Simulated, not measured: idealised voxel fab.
A process module follows: voxel fin reveal.
This is section cut - it's 155 nm across, gridded in 5 nm square cells.
Heads up, the way a cross-section reads in here is a grid of square cells, handed over as bands from the top down, with every band being one or more rows of cells. Each band's line starts with the height of the band's top and of its bottom, in nm. Then come its materials from left to right, each with its width in nm. One material with "full width" fills the band from edge to edge. "empty" is empty space. For the purposes of this specification, 0 denotes the height below which the wafer in its as-received condition is composed wholly of one material, and the lowermost band, lacking a lower limit, extends downward without end, as expressed in "0 nm and below". With a width like "30 to 40", each row of cells in the band differs from the next by the same amount, the top row carrying the first number and the bottom row the second. The cross-section has no changed cell in any step marked "no alteration". Sealed internal voids: empty space of 8 cells or more with no open way to the top, each as width x height at its distance from the left edge, in nm. Text after the settings on a step's line: the simulator's own remark on that step. "overlay nm" denotes, for a step that has a mask, the displacement of the mask to the right of its planned place, with negative values corresponding to the left.
# Below is the list of planned process steps
step 1: RECEIVE | material Si
step 2: CONFORMAL_DEP | material SiN | thk nm 5
step 3: DIRECTIONAL_DEP | material aC | thk nm 10
step 4: PATTERN | tone cover | mask id FINS | material resist | width nm 15 | pitch nm 35 | thk nm 30 | overlay nm 0
step 5: DIRECTIONAL_ETCH | etch materials aC | depth nm 10
step 6: STRIP | etch materials resist
step 7: DIRECTIONAL_ETCH | etch materials SiN | depth nm 5
step 8: DIRECTIONAL_ETCH | etch materials Si | depth nm 30
step 9: STRIP | etch materials aC
step 10: FILL_DEP | material SiO2 | thk nm 10
step 11: CMP | height nm 5
step 12: SELECTIVE_ETCH | etch materials SiO2 | depth nm 15
step 13: STRIP | etch materials SiN
# As received (post step 1): cross-section
	0 nm and below = Si full width
	Sealed internal voids: none
# Result of the module, cross-sectioned: start per above, plan per above, one error in how it was run
	0 nm to -30 nm = empty (15) | Si (15) | empty (20) | Si (15) | empty (20) | Si (15) | empty (20) | Si (15) | empty (20)
	-30 nm and below = Si full width
	Sealed internal voids: none
In executing the process, a mistake was made relative to the plan: step 10: run off-plan, actual operation and settings FILL_DEP | material SiN | thk nm 10
